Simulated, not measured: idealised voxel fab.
process module | voxel gate over fins
Section cut is 300 nm wide and gridded with 5 nm square cells.
Cross-section layout: square cells on a grid; listed as bands, top to bottom; a band spans one or more cell rows.
This entry defines a band. It first specifies the height of the band's top and the height of its bottom in nm, and then specifies the band's materials from left to right, stating each material with its width in nm. The word "everywhere" identifies a single material that fills the band from edge to edge, while the word "blank" identifies empty space.
The reference from which all heights are counted is 0, the level beneath which the as-received wafer is entirely one material; the lowest band, having no lower bound, proceeds downward and is written after the example "0 -> down".
Graded width ("30->40"): value in top row of band = first number; value in bottom row = second number; row-to-row change constant.
The cross-section has no changed cell in any step marked "nothing was modified".
Empty spaces counting at least 8 cells and having no open way to the top are listed in "Encapsulated voids". The notation width x height at distance is used for each, the distance being from the left edge and all three values in nm.
Whatever follows a step's settings on its line is a remark the simulator itself makes about that step.
On any step carrying a mask, the "overlay nm" setting, if present on the step's line, tells how far right of its planned place the mask lay; negative values point to the left.

## Here's what the planned process steps look like
step 1: RECEIVE [material Si]
step 2: CONFORMAL_DEP [material SiN] [thk nm 10]
step 3: PATTERN [tone cover] [mask id FINS] [material resist] [width nm 15] [pitch nm 40] [thk nm 15] [overlay nm 0]
step 4: DIRECTIONAL_ETCH [etch materials SiN] [depth nm 10]
step 5: DIRECTIONAL_ETCH [etch materials Si] [depth nm 30]
step 6: STRIP [etch materials resist]
step 7: OXIDIZE [depth nm 5]
step 8: FILL_DEP [material SiO2] [thk nm 15]
step 9: CMP [height nm 10]
step 10: SELECTIVE_ETCH [etch materials SiO2] [depth nm 20]
step 11: STRIP [etch materials SiN]
step 12: CONFORMAL_DEP [material HfO2] [thk nm 5]
step 13: CONFORMAL_DEP [material TiN] [thk nm 5]
step 14: CONFORMAL_DEP [material TiAl] [thk nm 5]
step 15: CONFORMAL_DEP [material TiN] [thk nm 5]
step 16: FILL_DEP [material W] [thk nm 10]
step 17: CMP [height nm 25]
step 18: CONFORMAL_DEP [material SiN] [thk nm 10]

## Cross-section of the wafer as it came to us, i.e., already through step 1
    0 -> down | Si everywhere
    Encapsulated voids: none

## Cross-section: first of two wafers, module finished, run according to plan
    35 -> 25 | SiN everywhere
    25 -> 20 | W everywhere
    20 -> 15 | 105 W, then 85 TiN, then 110 W
    15 -> 10 | 105 W, then 5 TiN, then 35 TiAl, then 5 TiN, then 35 TiAl, then 5 TiN, then 110 W
    10 -> 5 | 110 TiN, then 5 TiAl, then 25 TiN, then 5 TiAl, then 5 TiN, then 5 TiAl, then 25 TiN, then 5 TiAl, then 115 TiN
    5 -> 0 | 115 TiAl, then 5 TiN, then 15 HfO2, then 5 TiN, then 15 TiAl, then 5 TiN, then 15 HfO2, then 5 TiN, then 120 TiAl
    0 -> -5 | 120 TiN, then 5 HfO2, then 5 Si, then 5 HfO2, then 25 TiN, then 5 HfO2, then 5 Si, then 5 HfO2, then 125 TiN
    -5 -> -10 | 125 HfO2, then 5 Si, then 35 HfO2, then 5 Si, then 130 HfO2
    -10 -> -35 | 125 SiO2, then 5 Si, then 35 SiO2, then 5 Si, then 130 SiO2
    -35 -> down | Si everywhere
    Encapsulated voids: none

## Now the second wafer, cross-sectioned at the end of the module. Nothing different at the start, nothing different in the plan compared with the first, just one mistake when it was actually run
    35 -> 25 | SiN everywhere
    25 -> 20 | W everywhere
    20 -> 15 | 105 W, then 90 TiN, then 105 W
    15 -> 10 | 105 W, then 5 TiN, then 80 TiAl, then 5 TiN, then 105 W
    10 -> 5 | 110 TiN, then 5 TiAl, then 30 TiN, then 10 TiAl, then 30 TiN, then 5 TiAl, then 110 TiN
    5 -> 0 | 115 TiAl, then 5 TiN, then 20 HfO2, then 5 TiN, then 10 TiAl, then 5 TiN, then 20 HfO2, then 5 TiN, then 115 TiAl
    0 -> -5 | 120 TiN, then 5 HfO2, then 10 Si, then 5 HfO2, then 20 TiN, then 5 HfO2, then 10 Si, then 5 HfO2, then 120 TiN
    -5 -> -10 | 125 HfO2, then 10 Si, then 30 HfO2, then 10 Si, then 125 HfO2
    -10 -> -35 | 125 SiO2, then 10 Si, then 30 SiO2, then 10 Si, then 125 SiO2
    -35 -> down | Si everywhere
    Encapsulated voids: none
Diagnosis: heads up, step 3 didn't go per plan, it actually ran as PATTERN [tone cover] [mask id FINS] [material resist] [width nm 20] [pitch nm 40] [thk nm 15] [overlay nm 0]
Per the end-of-run cell counts, the second wafer holds more or fewer of some materials than the first: 14 more of Si; 10 fewer of SiO2; 2 fewer of TiN; 2 fewer of W
